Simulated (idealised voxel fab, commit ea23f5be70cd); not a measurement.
Documented hereafter: the process module known as voxel gate over fins.
This is section cut - it's 240 nm across, gridded in 5 nm square cells.
Cross-section = grid of square cells, listed top down in bands; band = one or more rows.
Top, bottom (nm), then materials left to right with widths (nm); lone material tagged "all across" fills the whole band edge to edge; "empty" = empty space.
Height 0 is the level under which the wafer as received is all one material. The lowest band goes on downwards, as in "0..down".
Think of "30 to 40" as a width that walks from the first number to the second as you go down the band, top row to bottom row, taking equal-sized steps from row to row.
For the purposes of this document, the phrase "no change occurred" attached to a step denotes that no cell within the cross-section was modified by that step.
The list in "Closed cavity list" covers empty spaces of 8 cells or more that cannot reach the top through any open way, and it gives each as width x height at distance; the distance is from the left edge, and width, height and distance are in nm.
That trailing text on a step's line, after the settings, is the simulator's own remark on the step.
Steps that use a mask can have "overlay nm" on their line. It says how far the mask sat to the right of where it was meant to be. Negative means to the left.

[Intended process steps]
1) RECEIVE | material Si
2) CONFORMAL_DEP | material SiN | thk nm 5
3) PATTERN | tone cover | mask id FINS | material resist | width nm 15 | pitch nm 40 | thk nm 15 | overlay nm 0
4) DIRECTIONAL_ETCH | etch materials SiN | depth nm 5
5) DIRECTIONAL_ETCH | etch materials Si | depth nm 30
6) STRIP | etch materials resist
7) OXIDIZE | depth nm 5
8) FILL_DEP | material SiO2 | thk nm 15
9) CMP | height nm 5
10) SELECTIVE_ETCH | etch materials SiO2 | depth nm 15
11) STRIP | etch materials SiN
12) CONFORMAL_DEP | material HfO2 | thk nm 5
13) CONFORMAL_DEP | material TiN | thk nm 5
14) FILL_DEP | material W | thk nm 10
15) CMP | height nm 15
16) CONFORMAL_DEP | material SiN | thk nm 5

[Shown in cross-section is the wafer as received, that is, as it stands after step 1]
> 0..down = Si all across
> Closed cavity list: none

[Module complete - cross-section of the first of two wafers, run according to plan]
> 20..15 = SiN all across
> 15..10 = W all across
> 10..5 = W: 45, TiN: 25, W: 15, TiN: 25, W: 15, TiN: 25, W: 15, TiN: 25, W: 50
> 5..0 = W: 45, TiN: 5, HfO2: 15, TiN: 5, W: 15, TiN: 5, HfO2: 15, TiN: 5, W: 15, TiN: 5, HfO2: 15, TiN: 5, W: 15, TiN: 5, HfO2: 15, TiN: 5, W: 50
> 0..-5 = TiN: 50, HfO2: 5, Si: 5, HfO2: 5, TiN: 25, HfO2: 5, Si: 5, HfO2: 5, TiN: 25, HfO2: 5, Si: 5, HfO2: 5, TiN: 25, HfO2: 5, Si: 5, HfO2: 5, TiN: 55
> -5..-10 = HfO2: 55, Si: 5, HfO2: 35, Si: 5, HfO2: 35, Si: 5, HfO2: 35, Si: 5, HfO2: 60
> -10..-35 = SiO2: 55, Si: 5, SiO2: 35, Si: 5, SiO2: 35, Si: 5, SiO2: 35, Si: 5, SiO2: 60
> -35..down = Si all across
> Closed cavity list: none

[Second wafer cross-section at end of module - shared start and plan with the first, one mistake in the run]
> 20..15 = SiN all across
> 15..10 = W all across
> 10..5 = W: 45, TiN: 25, W: 15, TiN: 25, W: 15, TiN: 25, W: 15, TiN: 25, W: 50
> 5..0 = W: 45, TiN: 5, HfO2: 15, TiN: 5, W: 15, TiN: 5, HfO2: 15, TiN: 5, W: 15, TiN: 5, HfO2: 15, TiN: 5, W: 15, TiN: 5, HfO2: 15, TiN: 5, W: 50
> 0..-5 = TiN: 50, HfO2: 5, Si: 5, HfO2: 5, TiN: 5, W: 15, TiN: 5, HfO2: 5, Si: 5, HfO2: 5, TiN: 5, W: 15, TiN: 5, HfO2: 5, Si: 5, HfO2: 5, TiN: 5, W: 15, TiN: 5, HfO2: 5, Si: 5, HfO2: 5, TiN: 55
> -5..-10 = HfO2: 40, TiN: 10, HfO2: 5, Si: 5, HfO2: 5, TiN: 25, HfO2: 5, Si: 5, HfO2: 5, TiN: 25, HfO2: 5, Si: 5, HfO2: 5, TiN: 25, HfO2: 5, Si: 5, HfO2: 5, TiN: 10, HfO2: 45
> -10..-15 = SiO2: 35, HfO2: 20, Si: 5, HfO2: 35, Si: 5, HfO2: 35, Si: 5, HfO2: 35, Si: 5, HfO2: 20, SiO2: 40
> -15..-35 = SiO2: 55, Si: 5, SiO2: 35, Si: 5, SiO2: 35, Si: 5, SiO2: 35, Si: 5, SiO2: 60
> -35..down = Si all across
> Closed cavity list: none
what went wrong: steps 10 and 11 traded places in the executed sequence
Final wafer comparison in cells, second versus first, more or fewer per material: HfO2: 10 more, SiO2: 29 fewer, TiN: 10 more, W: 9 more
